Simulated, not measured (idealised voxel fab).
Process module, titled voxel wiring stack
FYI the section here is cut, 205 nm wide, cells are 5 nm squares.
Just so we're on the same page, the cross-sections are grids of square cells, and they're listed out in bands top to bottom, each band one or more rows deep.
Heights first: top, then bottom, in nm. Then materials, left to right, each with a width in nm. "throughout" on a single material: fills the band edge to edge. "blank": empty space.
It should be noted that heights are counted from 0, beneath which the wafer as supplied is of one material throughout, and that the lowest band possesses no lower boundary but continues downward, as written in "0 and below".
You'd read "30..40" like this: the band's top row of cells is as wide as the first number, its bottom row is as wide as the second, and going down, every row changes width by the same amount as the row before did.
"changes: none" for a step: no cell of the cross-section changed in that step.
Enclosed voids (no open way to top), threshold 8 cells or more, entry "Sealed voids", notation width x height at distance, distance from left edge, nm.
What comes after the settings on a step's line is commentary from the simulator itself on that step.
When a step includes a mask, the "overlay nm" setting on its line states how far to the right of its planned place that mask lay, and negative values state how far to the left.

LISTED BELOW ARE THE PROCESS STEPS AS PLANNED
1: RECEIVE with material Si
2: CONFORMAL_DEP with material SiO2, thk nm 10
3: CONFORMAL_DEP with material SiCN, thk nm 5
4: DIRECTIONAL_DEP with material SiO2, thk nm 25
5: PATTERN with tone open, mask id METAL_1, material resist, width nm 25, pitch nm 40, thk nm 15, overlay nm 0
6: DIRECTIONAL_ETCH with etch materials SiO2, depth nm 25
7: DIRECTIONAL_ETCH with etch materials SiCN, depth nm 5
8: STRIP with etch materials resist
9: CONFORMAL_DEP with material TiN, thk nm 5
10: FILL_DEP with material Cu, thk nm 5
11: CMP with height nm 40
12: EPI with material Ru, thk nm 5
13: FILL_DEP with material SiCN, thk nm 5
14: DIRECTIONAL_DEP with material SiO2, thk nm 10
15: MASKED_ETCH with tone open, mask id PLUG_1, width nm 15, pitch nm 40, etch materials SiO2, depth nm 10, overlay nm 0
16: MASKED_ETCH with tone open, mask id PLUG_1, width nm 15, pitch nm 40, etch materials SiCN, depth nm 5, overlay nm 0
17: EPI with material Ru, thk nm 10
18: EPI with material Ru, thk nm 5
19: CONFORMAL_DEP with material SiN, thk nm 5
20: DIRECTIONAL_DEP with material SiO2, thk nm 25
21: MASKED_ETCH with tone open, mask id METAL_2, width nm 25, pitch nm 40, etch materials SiO2, depth nm 25, overlay nm 0
22: MASKED_ETCH with tone open, mask id METAL_2, width nm 15, pitch nm 40, etch materials SiN, depth nm 5, overlay nm 0
23: CONFORMAL_DEP with material TiN, thk nm 5
24: FILL_DEP with material Cu, thk nm 5
25: CMP with height nm 90
26: CONFORMAL_DEP with material SiCN, thk nm 5
27: DIRECTIONAL_DEP with material lowk, thk nm 15
28: MASKED_ETCH with tone open, mask id PLUG_2, width nm 15, pitch nm 40, etch materials lowk, depth nm 15, overlay nm 0
29: MASKED_ETCH with tone open, mask id PLUG_2, width nm 15, pitch nm 40, etch materials SiCN, depth nm 5, overlay nm 0
30: EPI with material Ru, thk nm 10
31: EPI with material Ru, thk nm 10
32: CONFORMAL_DEP with material SiCN, thk nm 5
33: DIRECTIONAL_DEP with material lowk, thk nm 20
34: DIRECTIONAL_DEP with material aC, thk nm 15
35: PATTERN with tone open, mask id METAL_3, material resist, width nm 25, pitch nm 40, thk nm 35, overlay nm 0
36: DIRECTIONAL_ETCH with etch materials aC, depth nm 15
37: STRIP with etch materials resist
38: DIRECTIONAL_ETCH with etch materials lowk, depth nm 20
39: DIRECTIONAL_ETCH with etch materials SiCN, depth nm 5
40: STRIP with etch materials aC
41: CONFORMAL_DEP with material TiN, thk nm 5
42: FILL_DEP with material Cu, thk nm 10
43: CMP with height nm 135
44: CONFORMAL_DEP with material SiN, thk nm 5
It is noted that the wafers described herein are identical at the outset and are distinguished by the width nm of step 22; the value stated in the plan corresponds to the first wafer.

AS-RECEIVED CROSS-SECTION, FIRST OF SEVERAL WAFERS, POST STEP 1
> 0 and below: Si throughout
> Sealed voids: none

PER WAFER (ROW), END OF MODULE: DELTA IN CELLS PER MATERIAL SINCE RECEIPT, (+) FOR GAINED, (-) FOR LOST; CLOSED VOIDS AFTER THAT
width nm 15, +160 Cu, +112 Ru, +113 SiCN, +70 SiN, +350 SiO2, +172 TiN, +171 lowk, Sealed voids: none
width nm 20, +164 Cu, +112 Ru, +113 SiCN, +66 SiN, +350 SiO2, +172 TiN, +171 lowk, Sealed voids: none
width nm 25, +168 Cu, +112 Ru, +113 SiCN, +62 SiN, +350 SiO2, +172 TiN, +171 lowk, Sealed voids: none
